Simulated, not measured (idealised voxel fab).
The process module that follows is named voxel transistor to metal.
The cross-section on display is named cut; it measures 160 nm wide, and its cells are 5 nm squares.
A cross-section is a grid of square cells, given in bands from the top down. A band is one or more rows of cells. Heads up on the band format: heights come first, top then bottom, in nm. After that it's the materials left to right, each with its width in nm. A single material flagged "throughout" fills the whole band edge to edge, and "blank" means there's empty space there. Heights are expressed relative to 0, this being the level below which the as-received wafer comprises one material exclusively. The lowest band is unbounded in the downward direction and is denoted as in "from 0 down". The two numbers in a width such as "30..40" mark its ends across the band: the first belongs to the top row of cells, the second to the bottom row, and from each row to the next the width moves by the same amount. "same as before", as given for a step, is the statement that not any cell of the cross-section underwent a change during that step. Reported under the label "Fully sealed voids" are the empty spaces having no open way to the top and comprising 8 cells or more; the notation for each is width x height at distance, in which the distance is measured from the left edge and all three values are in nm. That trailing text on a step's line, after the settings, is the simulator's own remark on the step. The "overlay nm" setting may appear on a step's line; for a step that uses a mask, it gives how far to the right of its planned position the mask lay, and a negative value indicates the left.

# plan
1) RECEIVE [material Si]
2) CONFORMAL_DEP [material SiO2] [thk nm 5]
3) CONFORMAL_DEP [material SiN] [thk nm 10]
4) MASKED_ETCH [tone cover] [mask id ACTIVE] [width nm 100] [etch materials SiN] [depth nm 10] [overlay nm 0]
5) MASKED_ETCH [tone cover] [mask id ACTIVE] [width nm 100] [etch materials SiO2] [depth nm 5] [overlay nm 0]
6) MASKED_ETCH [tone cover] [mask id ACTIVE] [width nm 100] [etch materials Si] [depth nm 20] [overlay nm 0]
7) OXIDIZE [depth nm 5]
8) FILL_DEP [material SiO2] [thk nm 5]
9) CMP [height nm 15]
10) SELECTIVE_ETCH [etch materials SiO2] [depth nm 10]
11) STRIP [etch materials SiN]
12) SELECTIVE_ETCH [etch materials SiO2] [depth nm 5]
13) OXIDIZE [depth nm 5]
14) DIRECTIONAL_DEP [material polySi] [thk nm 20]
15) DIRECTIONAL_DEP [material SiCN] [thk nm 10]
16) DIRECTIONAL_DEP [material aC] [thk nm 15]
17) PATTERN [tone cover] [mask id GATE] [material resist] [width nm 30] [thk nm 30] [overlay nm 0]
18) DIRECTIONAL_ETCH [etch materials aC] [depth nm 15]
19) STRIP [etch materials resist]
20) DIRECTIONAL_ETCH [etch materials SiCN] [depth nm 20]
21) DIRECTIONAL_ETCH [etch materials polySi] [depth nm 30]
22) STRIP [etch materials aC]
23) CONFORMAL_DEP [material SiO2] [thk nm 5]
24) DIRECTIONAL_ETCH [etch materials SiO2] [depth nm 5]
25) CONFORMAL_DEP [material SiN] [thk nm 10]
26) DIRECTIONAL_ETCH [etch materials SiN] [depth nm 10]
27) DIRECTIONAL_ETCH [etch materials SiO2] [depth nm 5]
28) DIRECTIONAL_ETCH [etch materials Si] [depth nm 15]
29) EPI [material SiGe] [thk nm 20]
30) FILL_DEP [material SiO2] [thk nm 5]
31) CMP [height nm 20]
32) STRIP [etch materials polySi]
33) SELECTIVE_ETCH [etch materials SiO2] [depth nm 5]
34) CONFORMAL_DEP [material HfO2] [thk nm 5]
35) CONFORMAL_DEP [material TiN] [thk nm 5]
36) FILL_DEP [material W] [thk nm 5]
37) CMP [height nm 15]
38) DIRECTIONAL_DEP [material SiO2] [thk nm 15]
39) MASKED_ETCH [tone open] [mask id CONTACT] [width nm 15] [pitch nm 75] [etch materials SiO2] [depth nm 15] [overlay nm 0]
40) CONFORMAL_DEP [material TiN] [thk nm 5]
41) FILL_DEP [material Ru] [thk nm 10]
42) CMP [height nm 30]
43) DIRECTIONAL_DEP [material TiN] [thk nm 5]
44) DIRECTIONAL_DEP [material W] [thk nm 15]
45) DIRECTIONAL_DEP [material aC] [thk nm 15]
46) PATTERN [tone cover] [mask id METAL_1] [material resist] [width nm 15] [pitch nm 75] [thk nm 30] [overlay nm 0]
47) DIRECTIONAL_ETCH [etch materials aC] [depth nm 15]
48) STRIP [etch materials resist]
49) DIRECTIONAL_ETCH [etch materials W] [depth nm 15]
50) DIRECTIONAL_ETCH [etch materials TiN] [depth nm 5]
51) STRIP [etch materials aC]
52) FILL_DEP [material lowk] [thk nm 10]
53) CMP [height nm 50]
54) CONFORMAL_DEP [material SiN] [thk nm 5]

# Below: the first of two wafers, run as planned

# Received-state cross-section, reflecting completion of step 1
> from 0 down = Si throughout
> Fully sealed voids: none

# Once step 2 is through, the wafer looks like this in cross-section
> from 5 to 0 = SiO2 throughout
> Beneath the level 0, the cross-section is identical to its previous state.

# Once step 3 is through, the wafer looks like this in cross-section
> from 15 to 5 = SiN throughout
> Beneath the level 5, the cross-section is identical to its previous state.

# Once step 4 is through, the wafer looks like this in cross-section
> from 15 to 5 = blank=30; SiN=100; blank=30
> Beneath the level 5, the cross-section is identical to its previous state.

# Once step 5 is through, the wafer looks like this in cross-section
> from 15 to 5 = blank=30; SiN=100; blank=30
> from 5 to 0 = blank=30; SiO2=100; blank=30
> Beneath the level 0, the cross-section is identical to its previous state.

# Once step 6 is through, the wafer looks like this in cross-section
> from 15 to 5 = blank=30; SiN=100; blank=30
> from 5 to 0 = blank=30; SiO2=100; blank=30
> from 0 to -20 = blank=30; Si=100; blank=30
> Beneath the level -20, the cross-section is identical to its previous state.

# Once step 7 is through, the wafer looks like this in cross-section
> from 15 to 5 = blank=30; SiN=100; blank=30
> from 5 to 0 = blank=30; SiO2=100; blank=30
> from 0 to -20 = blank=30; SiO2=5; Si=90; SiO2=5; blank=30
> from -20 to -25 = SiO2=35; Si=90; SiO2=35
> Beneath the level -25, the cross-section is identical to its previous state.

# Once step 8 is through, the wafer looks like this in cross-section
> from 20 to 15 = SiO2 throughout
> from 15 to 5 = SiO2=30; SiN=100; SiO2=30
> from 5 to 0 = SiO2 throughout
> from 0 to -25 = SiO2=35; Si=90; SiO2=35
> Beneath the level -25, the cross-section is identical to its previous state.

# Once step 9 is through, the wafer looks like this in cross-section
> from 15 to 5 = SiO2=30; SiN=100; SiO2=30
> Beneath the level 5, the cross-section is identical to its previous state.

# Once step 10 is through, the wafer looks like this in cross-section
> from 15 to 5 = blank=30; SiN=100; blank=30
> Beneath the level 5, the cross-section is identical to its previous state.

# Once step 11 is through, the wafer looks like this in cross-section
> from 5 to 0 = SiO2 throughout
> Beneath the level 0, the cross-section is identical to its previous state.

# Once step 12 is through, the wafer looks like this in cross-section
> from 0 to -25 = SiO2=35; Si=90; SiO2=35
> Beneath the level -25, the cross-section is identical to its previous state.

# Once step 13 is through, the wafer looks like this in cross-section
> from 0 to -5 = SiO2 throughout
> Beneath the level -5, the cross-section is identical to its previous state.

# Once step 14 is through, the wafer looks like this in cross-section
> from 20 to 0 = polySi throughout
> Beneath the level 0, the cross-section is identical to its previous state.

# Once step 15 is through, the wafer looks like this in cross-section
> from 30 to 20 = SiCN throughout
> Beneath the level 20, the cross-section is identical to its previous state.

# Once step 16 is through, the wafer looks like this in cross-section
> from 45 to 30 = aC throughout
> Beneath the level 30, the cross-section is identical to its previous state.

# Once step 17 is through, the wafer looks like this in cross-section
> from 75 to 45 = blank=65; resist=30; blank=65
> Beneath the level 45, the cross-section is identical to its previous state.

# Once step 18 is through, the wafer looks like this in cross-section
> from 60 to 45 = blank=65; resist=30; blank=65
> from 45 to 30 = blank=65; aC=30; blank=65
> Beneath the level 30, the cross-section is identical to its previous state.

# Once step 19 is through, the wafer looks like this in cross-section
> from 45 to 30 = blank=65; aC=30; blank=65
> Beneath the level 30, the cross-section is identical to its previous state.

# Once step 20 is through, the wafer looks like this in cross-section
> from 45 to 30 = blank=65; aC=30; blank=65
> from 30 to 20 = blank=65; SiCN=30; blank=65
> Beneath the level 20, the cross-section is identical to its previous state.

# Once step 21 is through, the wafer looks like this in cross-section
> from 45 to 30 = blank=65; aC=30; blank=65
> from 30 to 20 = blank=65; SiCN=30; blank=65
> from 20 to 0 = blank=65; polySi=30; blank=65
> Beneath the level 0, the cross-section is identical to its previous state.

# Once step 22 is through, the wafer looks like this in cross-section
> from 30 to 20 = blank=65; SiCN=30; blank=65
> Beneath the level 20, the cross-section is identical to its previous state.

# Once step 23 is through, the wafer looks like this in cross-section
> from 35 to 30 = blank=60; SiO2=40; blank=60
> from 30 to 20 = blank=60; SiO2=5; SiCN=30; SiO2=5; blank=60
> from 20 to 5 = blank=60; SiO2=5; polySi=30; SiO2=5; blank=60
> from 5 to 0 = SiO2=65; polySi=30; SiO2=65
> Beneath the level 0, the cross-section is identical to its previous state.

# Once step 24 is through, the wafer looks like this in cross-section
> from 30 to 20 = blank=60; SiO2=5; SiCN=30; SiO2=5; blank=60
> from 20 to 0 = blank=60; SiO2=5; polySi=30; SiO2=5; blank=60
> Beneath the level 0, the cross-section is identical to its previous state.

# Once step 25 is through, the wafer looks like this in cross-section
> from 40 to 30 = blank=50; SiN=60; blank=50
> from 30 to 20 = blank=50; SiN=10; SiO2=5; SiCN=30; SiO2=5; SiN=10; blank=50
> from 20 to 10 = blank=50; SiN=10; SiO2=5; polySi=30; SiO2=5; SiN=10; blank=50
> from 10 to 0 = SiN=60; SiO2=5; polySi=30; SiO2=5; SiN=60
> Beneath the level 0, the cross-section is identical to its previous state.

# Once step 26 is through, the wafer looks like this in cross-section
> from 30 to 20 = blank=50; SiN=10; SiO2=5; SiCN=30; SiO2=5; SiN=10; blank=50
> from 20 to 0 = blank=50; SiN=10; SiO2=5; polySi=30; SiO2=5; SiN=10; blank=50
> Beneath the level 0, the cross-section is identical to its previous state.

# Once step 27 is through, the wafer looks like this in cross-section
> from 30 to 25 = blank=50; SiN=10; blank=5; SiCN=30; blank=5; SiN=10; blank=50
> from 25 to 20 = blank=50; SiN=10; SiO2=5; SiCN=30; SiO2=5; SiN=10; blank=50
> from 20 to 0 = blank=50; SiN=10; SiO2=5; polySi=30; SiO2=5; SiN=10; blank=50
> from 0 to -5 = blank=50; SiO2=60; blank=50
> Beneath the level -5, the cross-section is identical to its previous state.

# Once step 28 is through, the wafer looks like this in cross-section
> from 30 to 25 = blank=50; SiN=10; blank=5; SiCN=30; blank=5; SiN=10; blank=50
> from 25 to 20 = blank=50; SiN=10; SiO2=5; SiCN=30; SiO2=5; SiN=10; blank=50
> from 20 to 0 = blank=50; SiN=10; SiO2=5; polySi=30; SiO2=5; SiN=10; blank=50
> from 0 to -5 = blank=50; SiO2=60; blank=50
> from -5 to -20 = SiO2=35; blank=15; Si=60; blank=15; SiO2=35
> Beneath the level -20, the cross-section is identical to its previous state.

# Once step 29 is through, the wafer looks like this in cross-section
> from 30 to 25 = blank=50; SiN=10; blank=5; SiCN=30; blank=5; SiN=10; blank=50
> from 25 to 20 = blank=50; SiN=10; SiO2=5; SiCN=30; SiO2=5; SiN=10; blank=50
> from 20 to 15 = blank=50; SiN=10; SiO2=5; polySi=30; SiO2=5; SiN=10; blank=50
> from 15 to 0 = blank=30; SiGe=20; SiN=10; SiO2=5; polySi=30; SiO2=5; SiN=10; SiGe=20; blank=30
> from 0 to -5 = blank=30; SiGe=20; SiO2=60; SiGe=20; blank=30
> from -5 to -20 = SiO2=35; SiGe=15; Si=60; SiGe=15; SiO2=35
> Beneath the level -20, the cross-section is identical to its previous state.

# Once step 30 is through, the wafer looks like this in cross-section
> from 35 to 30 = SiO2 throughout
> from 30 to 20 = SiO2=50; SiN=10; SiO2=5; SiCN=30; SiO2=5; SiN=10; SiO2=50
> from 20 to 15 = SiO2=50; SiN=10; SiO2=5; polySi=30; SiO2=5; SiN=10; SiO2=50
> from 15 to 0 = SiO2=30; SiGe=20; SiN=10; SiO2=5; polySi=30; SiO2=5; SiN=10; SiGe=20; SiO2=30
> from 0 to -5 = SiO2=30; SiGe=20; SiO2=60; SiGe=20; SiO2=30
> Beneath the level -5, the cross-section is identical to its previous state.

# Once step 31 is through, the wafer looks like this in cross-section
> from 20 to 15 = SiO2=50; SiN=10; SiO2=5; polySi=30; SiO2=5; SiN=10; SiO2=50
> Beneath the level 15, the cross-section is identical to its previous state.

# Once step 32 is through, the wafer looks like this in cross-section
> from 20 to 15 = SiO2=50; SiN=10; SiO2=5; blank=30; SiO2=5; SiN=10; SiO2=50
> from 15 to 0 = SiO2=30; SiGe=20; SiN=10; SiO2=5; blank=30; SiO2=5; SiN=10; SiGe=20; SiO2=30
> Beneath the level 0, the cross-section is identical to its previous state.

# Once step 33 is through, the wafer looks like this in cross-section
> from 20 to 15 = blank=50; SiN=10; blank=40; SiN=10; blank=50
> from 15 to 0 = SiO2=30; SiGe=20; SiN=10; blank=40; SiN=10; SiGe=20; SiO2=30
> from 0 to -5 = SiO2=30; SiGe=20; SiO2=10; blank=40; SiO2=10; SiGe=20; SiO2=30
> Beneath the level -5, the cross-section is identical to its previous state.

# Once step 34 is through, the wafer looks like this in cross-section
> from 25 to 20 = blank=45; HfO2=20; blank=30; HfO2=20; blank=45
> from 20 to 15 = HfO2=50; SiN=10; HfO2=5; blank=30; HfO2=5; SiN=10; HfO2=50
> from 15 to 0 = SiO2=30; SiGe=20; SiN=10; HfO2=5; blank=30; HfO2=5; SiN=10; SiGe=20; SiO2=30
> from 0 to -5 = SiO2=30; SiGe=20; SiO2=10; HfO2=40; SiO2=10; SiGe=20; SiO2=30
> Beneath the level -5, the cross-section is identical to its previous state.

# Once step 35 is through, the wafer looks like this in cross-section
> from 30 to 25 = blank=40; TiN=30; blank=20; TiN=30; blank=40
> from 25 to 20 = TiN=45; HfO2=20; TiN=5; blank=20; TiN=5; HfO2=20; TiN=45
> from 20 to 15 = HfO2=50; SiN=10; HfO2=5; TiN=5; blank=20; TiN=5; HfO2=5; SiN=10; HfO2=50
> from 15 to 5 = SiO2=30; SiGe=20; SiN=10; HfO2=5; TiN=5; blank=20; TiN=5; HfO2=5; SiN=10; SiGe=20; SiO2=30
> from 5 to 0 = SiO2=30; SiGe=20; SiN=10; HfO2=5; TiN=30; HfO2=5; SiN=10; SiGe=20; SiO2=30
> Beneath the level 0, the cross-section is identical to its previous state.

# Once step 36 is through, the wafer looks like this in cross-section
> from 35 to 30 = W throughout
> from 30 to 25 = W=40; TiN=30; W=20; TiN=30; W=40
> from 25 to 20 = TiN=45; HfO2=20; TiN=5; W=20; TiN=5; HfO2=20; TiN=45
> from 20 to 15 = HfO2=50; SiN=10; HfO2=5; TiN=5; W=20; TiN=5; HfO2=5; SiN=10; HfO2=50
> from 15 to 5 = SiO2=30; SiGe=20; SiN=10; HfO2=5; TiN=5; W=20; TiN=5; HfO2=5; SiN=10; SiGe=20; SiO2=30
> Beneath the level 5, the cross-section is identical to its previous state.

# Once step 37 is through, the wafer looks like this in cross-section
> from 15 to 5 = SiO2=30; SiGe=20; SiN=10; HfO2=5; TiN=5; W=20; TiN=5; HfO2=5; SiN=10; SiGe=20; SiO2=30
> Beneath the level 5, the cross-section is identical to its previous state.

# Once step 38 is through, the wafer looks like this in cross-section
> from 30 to 15 = SiO2 throughout
> Beneath the level 15, the cross-section is identical to its previous state.

# Once step 39 is through, the wafer looks like this in cross-section
> from 30 to 15 = SiO2=35; blank=15; SiO2=60; blank=15; SiO2=35
> Beneath the level 15, the cross-section is identical to its previous state.

# Once step 40 is through, the wafer looks like this in cross-section
> from 35 to 30 = TiN=40; blank=5; TiN=70; blank=5; TiN=40
> from 30 to 20 = SiO2=35; TiN=5; blank=5; TiN=5; SiO2=60; TiN=5; blank=5; TiN=5; SiO2=35
> from 20 to 15 = SiO2=35; TiN=15; SiO2=60; TiN=15; SiO2=35
> Beneath the level 15, the cross-section is identical to its previous state.

# Once step 41 is through, the wafer looks like this in cross-section
> from 45 to 35 = Ru throughout
> from 35 to 30 = TiN=40; Ru=5; TiN=70; Ru=5; TiN=40
> from 30 to 20 = SiO2=35; TiN=5; Ru=5; TiN=5; SiO2=60; TiN=5; Ru=5; TiN=5; SiO2=35
> Beneath the level 20, the cross-section is identical to its previous state.

# Once step 42 is through, the wafer looks like this in cross-section
> from 30 to 20 = SiO2=35; TiN=5; Ru=5; TiN=5; SiO2=60; TiN=5; Ru=5; TiN=5; SiO2=35
> Beneath the level 20, the cross-section is identical to its previous state.

# Once step 43 is through, the wafer looks like this in cross-section
> from 35 to 30 = TiN throughout
> Beneath the level 30, the cross-section is identical to its previous state.

# Once step 44 is through, the wafer looks like this in cross-section
> from 50 to 35 = W throughout
> Beneath the level 35, the cross-section is identical to its previous state.

# Once step 45 is through, the wafer looks like this in cross-section
> from 65 to 50 = aC throughout
> Beneath the level 50, the cross-section is identical to its previous state.

# Once step 46 is through, the wafer looks like this in cross-section
> from 95 to 65 = blank=35; resist=15; blank=60; resist=15; blank=35
> Beneath the level 65, the cross-section is identical to its previous state.

# Once step 47 is through, the wafer looks like this in cross-section
> from 80 to 65 = blank=35; resist=15; blank=60; resist=15; blank=35
> from 65 to 50 = blank=35; aC=15; blank=60; aC=15; blank=35
> Beneath the level 50, the cross-section is identical to its previous state.

# Once step 48 is through, the wafer looks like this in cross-section
> from 65 to 50 = blank=35; aC=15; blank=60; aC=15; blank=35
> Beneath the level 50, the cross-section is identical to its previous state.

# Once step 49 is through, the wafer looks like this in cross-section
> from 65 to 50 = blank=35; aC=15; blank=60; aC=15; blank=35
> from 50 to 35 = blank=35; W=15; blank=60; W=15; blank=35
> Beneath the level 35, the cross-section is identical to its previous state.

# Once step 50 is through, the wafer looks like this in cross-section
> from 65 to 50 = blank=35; aC=15; blank=60; aC=15; blank=35
> from 50 to 35 = blank=35; W=15; blank=60; W=15; blank=35
> from 35 to 30 = blank=35; TiN=15; blank=60; TiN=15; blank=35
> Beneath the level 30, the cross-section is identical to its previous state.

# Once step 51 is through, the wafer looks like this in cross-section
> from 50 to 35 = blank=35; W=15; blank=60; W=15; blank=35
> Beneath the level 35, the cross-section is identical to its previous state.

# Once step 52 is through, the wafer looks like this in cross-section
> from 60 to 50 = lowk throughout
> from 50 to 35 = lowk=35; W=15; lowk=60; W=15; lowk=35
> from 35 to 30 = lowk=35; TiN=15; lowk=60; TiN=15; lowk=35
> Beneath the level 30, the cross-section is identical to its previous state.

# Once step 53 is through, the wafer looks like this in cross-section
> from 50 to 35 = lowk=35; W=15; lowk=60; W=15; lowk=35
> Beneath the level 35, the cross-section is identical to its previous state.

# Once step 54 is through, the wafer looks like this in cross-section
> from 55 to 50 = SiN throughout
> Beneath the level 50, the cross-section is identical to its previous state.

# For the second wafer, take the first wafer's start and plan, then add one mistake made in running it; everything through step 45, that step included, is shared with the first

# Second wafer, cut view, end of step 46 per plan
> from 95 to 65 = resist=35; blank=15; resist=60; blank=15; resist=35
> Beneath the level 65, the cross-section is identical to its previous state.

# Second wafer, cut view, end of step 47 per plan
> from 80 to 65 = resist=35; blank=15; resist=60; blank=15; resist=35
> from 65 to 50 = aC=35; blank=15; aC=60; blank=15; aC=35
> Beneath the level 50, the cross-section is identical to its previous state.

# Second wafer, cut view, end of step 48 per plan
> from 65 to 50 = aC=35; blank=15; aC=60; blank=15; aC=35
> Beneath the level 50, the cross-section is identical to its previous state.

# Second wafer, cut view, end of step 49 per plan
> from 65 to 50 = aC=35; blank=15; aC=60; blank=15; aC=35
> from 50 to 35 = W=35; blank=15; W=60; blank=15; W=35
> Beneath the level 35, the cross-section is identical to its previous state.

# Second wafer, cut view, end of step 50 per plan
> from 65 to 50 = aC=35; blank=15; aC=60; blank=15; aC=35
> from 50 to 35 = W=35; blank=15; W=60; blank=15; W=35
> from 35 to 30 = TiN=35; blank=15; TiN=60; blank=15; TiN=35
> Beneath the level 30, the cross-section is identical to its previous state.

# Second wafer, cut view, end of step 51 per plan
> from 50 to 35 = W=35; blank=15; W=60; blank=15; W=35
> Beneath the level 35, the cross-section is identical to its previous state.

# Second wafer, cut view, end of step 52 per plan
> from 60 to 50 = lowk throughout
> from 50 to 35 = W=35; lowk=15; W=60; lowk=15; W=35
> from 35 to 30 = TiN=35; lowk=15; TiN=60; lowk=15; TiN=35
> Beneath the level 30, the cross-section is identical to its previous state.

# Second wafer, cut view, end of step 53 per plan
> from 50 to 35 = W=35; lowk=15; W=60; lowk=15; W=35
> Beneath the level 35, the cross-section is identical to its previous state.

# Second wafer, cut view, end of step 54 per plan
> from 55 to 50 = SiN throughout
> Beneath the level 50, the cross-section is identical to its previous state.
What was done differently from what was planned? step 46 ran with different settings than intended, the actual operation and settings being PATTERN [tone open] [mask id METAL_1] [material resist] [width nm 15] [pitch nm 75] [thk nm 30] [overlay nm 0]
Materials where the second wafer ends with more or fewer cells than the first: +20 TiN, +60 W, -80 lowk
